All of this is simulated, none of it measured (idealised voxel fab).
Process module in this document: voxel self aligned vias
In the cross-section labelled cut, the width is 230 nm and each square cell is 5 nm.
Throughout this document, each cross-section is represented as a grid of square cells and is presented as a sequence of bands enumerated from the top downward, where a band comprises one or more rows of cells. Quick guide to a band line: top height, bottom height (nm) up front; then every material left to right with its width in nm. Only one material and it's marked "full width"? Then it fills the band edge to edge. And "empty" just means empty space. Measure heights from 0. That's the level where, below it, the as-received wafer is all one material. The lowest band is bottomless and extends downward; write it as in "from 0 down". The two numbers in a width such as "30->40" mark its ends across the band: the first belongs to the top row of cells, the second to the bottom row, and from each row to the next the width moves by the same amount. When a step is marked "nothing altered", none of the cells in the cross-section changed during that step. "Enclosed void listing": empty spaces of 8 cells or more with no open way to the top, each given as width x height at distance, distance from the left edge, all in nm. Where a step's line continues beyond its settings, the continuation is a remark by the simulator itself on that step. "overlay nm" denotes, for a step that has a mask, the displacement of the mask to the right of its planned place, with negative values corresponding to the left.
These are the steps we planned for the process:
1: RECEIVE,material Si
2: CONFORMAL_DEP,material SiO2,thk nm 10
3: CONFORMAL_DEP,material SiCN,thk nm 5
4: DIRECTIONAL_DEP,material SiO2,thk nm 30
5: DIRECTIONAL_DEP,material aC,thk nm 15
6: PATTERN,tone open,mask id LINES,material resist,width nm 25,pitch nm 55,thk nm 30,overlay nm 0
7: DIRECTIONAL_ETCH,etch materials aC,depth nm 15
8: STRIP,etch materials resist
9: DIRECTIONAL_ETCH,etch materials SiO2,depth nm 30
10: STRIP,etch materials aC
11: CONFORMAL_DEP,material TiN,thk nm 5
12: FILL_DEP,material W,thk nm 5
13: CMP,height nm 45
14: SELECTIVE_ETCH,etch materials W Ru TiN,depth nm 10
15: FILL_DEP,material SiN,thk nm 5
16: CMP,height nm 45
17: DIRECTIONAL_DEP,material SiO2,thk nm 15
18: DIRECTIONAL_DEP,material aC,thk nm 10
19: PATTERN,tone open,mask id VIAS,material resist,width nm 35,pitch nm 55,thk nm 25,overlay nm 0
20: DIRECTIONAL_ETCH,etch materials aC,depth nm 10
21: STRIP,etch materials resist
22: DIRECTIONAL_ETCH,etch materials SiO2,depth nm 15
23: DIRECTIONAL_ETCH,etch materials SiN,depth nm 10
24: STRIP,etch materials aC
25: CONFORMAL_DEP,material TiN,thk nm 5
26: FILL_DEP,material Ru,thk nm 5
27: CMP,height nm 60
28: CONFORMAL_DEP,material SiCN,thk nm 5
as received, after step 1:
  from 0 down  Si full width
  Enclosed void listing: none
Starting structure and process plan are as shown above, but one mistake was made in running the module; the wafer cross-section at the end of the module follows:
  from 65 to 60  SiCN full width
  from 60 to 50  SiO2 50, TiN 5, Ru 25, TiN 5, SiO2 20, TiN 5, Ru 25, TiN 5, SiO2 20, TiN 5, Ru 25, TiN 5, SiO2 35
  from 50 to 45  SiO2 50, TiN 5, Ru 10, TiN 20, SiO2 20, TiN 5, Ru 10, TiN 20, SiO2 20, TiN 5, Ru 10, TiN 20, SiO2 35
  from 45 to 40  SiO2 45, SiN 5, TiN 5, Ru 10, TiN 5, SiO2 30, SiN 5, TiN 5, Ru 10, TiN 5, SiO2 30, SiN 5, TiN 5, Ru 10, TiN 5, SiO2 50
  from 40 to 35  SiO2 45, SiN 5, TiN 20, SiO2 30, SiN 5, TiN 20, SiO2 30, SiN 5, TiN 20, SiO2 50
  from 35 to 20  SiO2 45, TiN 5, W 15, TiN 5, SiO2 30, TiN 5, W 15, TiN 5, SiO2 30, TiN 5, W 15, TiN 5, SiO2 50
  from 20 to 15  SiO2 45, TiN 25, SiO2 30, TiN 25, SiO2 30, TiN 25, SiO2 50
  from 15 to 10  SiCN full width
  from 10 to 0  SiO2 full width
  from 0 down  Si full width
  Enclosed void listing: none
Finding, execution versus plan: note that step 19 departed from the planned setting and was carried out as PATTERN,tone open,mask id VIAS,material resist,width nm 35,pitch nm 55,thk nm 25,overlay nm 10
